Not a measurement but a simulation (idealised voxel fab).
Process module under the name voxel released beams
Shown is cross-section cut, with a width of 180 nm and square cells of size 5 nm.
In what follows, cross-sections appear as grids of square cells, described through bands that run from the top down, where every band is one or more rows of cells. A band entry consists of two parts. The first gives the height of the band's top and the height of its bottom, in nm. The rest lists the band's materials from left to right, each with its width in nm. A single material labelled with the word "edge to edge" fills the band from edge to edge, and the word "air" marks empty space. Zero point of the height axis is 0; under it, received wafer = one material. Lowest band: continues down indefinitely, "0..down". A width given as "30..40" starts at the first number in the band's top row and ends at the second number in its bottom row, shifting by an equal amount at every step from row to row. It should be understood that the words "no change", when stated for a given step, signify that the cross-section underwent no change in any of its cells during that step. You'll see "Closed cavities" listing empty spaces that have no way open to the top, as long as they're 8 cells or more; the notation is width x height at distance, where the distance is from the left edge, and all of it is in nm. Note: text after step settings on the step line = simulator remark on that step. "overlay nm" on a masked step: distance the mask lay right of its planned place, negative for left.
Process steps (planned):
| 1 | op RECEIVE | material Si |
| 2 | op CONFORMAL_DEP | material SiN | thk nm 5 |
| 3 | op DIRECTIONAL_DEP | material SiO2 | thk nm 10 |
| 4 | op MASKED_ETCH | tone open | mask id ANCHOR | width nm 25 | etch materials SiO2 | depth nm 10 | overlay nm 0 |
| 5 | op CONFORMAL_DEP | material TiN | thk nm 10 |
| 6 | op MASKED_ETCH | tone cover | mask id BEAM | width nm 80 | etch materials TiN | depth nm 10 | overlay nm 0 |
| 7 | op STRIP | etch materials SiO2 |
The plan shows the width nm of step 4 as the first wafer had it; this setting differs between the wafers, which start out alike.
Sectional view: first of several wafers, as received, after step 1:
    0..down | Si edge to edge
    Closed cavities: none
End of module, by wafer: material-by-material cell gain (+) or loss (-) since receipt, then closed voids:
width nm 25 | +36 SiN | +40 TiN | Closed cavities: none
width nm 30 | +36 SiN | +40 TiN | Closed cavities: none
width nm 35 | +36 SiN | +40 TiN | Closed cavities: none
width nm 40 | +36 SiN | +40 TiN | Closed cavities: none
width nm 45 | +36 SiN | +40 TiN | Closed cavities: none
width nm 50 | +36 SiN | +40 TiN | Closed cavities: none
